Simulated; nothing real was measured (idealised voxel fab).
The process module presented herein is designated voxel lift off.
Displayed cross-section: cut, width of 285 nm, square cells sized 5 nm.
Throughout this document, each cross-section is represented as a grid of square cells and is presented as a sequence of bands enumerated from the top downward, where a band comprises one or more rows of cells.
Heads up on the band format: heights come first, top then bottom, in nm. After that it's the materials left to right, each with its width in nm. A single material flagged "everywhere" fills the whole band edge to edge, and "empty" means there's empty space there.
We count height from 0. Below that, the starting wafer is all one material. The lowest band never ends at the bottom but goes on down; see "0 -> down" for how that is written.
It should be noted that a width expressed as "30->40" varies in equal increments from row to row of cells within the band, taking the value of the first number at the top row and that of the second number at the bottom row.
When a step is marked "nothing was modified", none of the cells in the cross-section changed during that step.
Look at "Closed cavity list" for the closed voids: empty spaces with no open path to the top, sized 8 cells or up. Each is width x height at distance, distance from the left edge, all nm.
That trailing text on a step's line, after the settings, is the simulator's own remark on the step.
When a step includes a mask, the "overlay nm" setting on its line states how far to the right of its planned place that mask lay, and negative values state how far to the left.

Steps planned for the process
| 1 | RECEIVE | material Si |
| 2 | CONFORMAL_DEP | material Al2O3 | thk nm 15 |
| 3 | PATTERN | tone open | mask id LINES | material resist | width nm 20 | pitch nm 40 | thk nm 30 | overlay nm 0 |
| 4 | DIRECTIONAL_DEP | material Ru | thk nm 15 |
| 5 | STRIP | etch materials resist |
| 6 | CONFORMAL_DEP | material SiO2 | thk nm 5 |

The cross-section here shows the wafer as received, i.e. in its state after step 1
    0 -> down = Si everywhere
    Closed cavity list: none

Post-module cross-section: identical start and plan to those above, one misstep in execution
    35 -> 30 = empty 65; SiO2 35; empty 5; SiO2 35; empty 5; SiO2 35; empty 5; SiO2 35; empty 65
    30 -> 20 = empty 65; SiO2 5; Ru 25; SiO2 5; empty 5; SiO2 5; Ru 25; SiO2 5; empty 5; SiO2 5; Ru 25; SiO2 5; empty 5; SiO2 5; Ru 25; SiO2 5; empty 65
    20 -> 15 = SiO2 70; Ru 25; SiO2 15; Ru 25; SiO2 15; Ru 25; SiO2 15; Ru 25; SiO2 70
    15 -> 0 = Al2O3 everywhere
    0 -> down = Si everywhere
    Closed cavity list: none
Diagnosis: rather than as planned, step 3 actually ran as PATTERN | tone open | mask id LINES | material resist | width nm 25 | pitch nm 40 | thk nm 30 | overlay nm 0
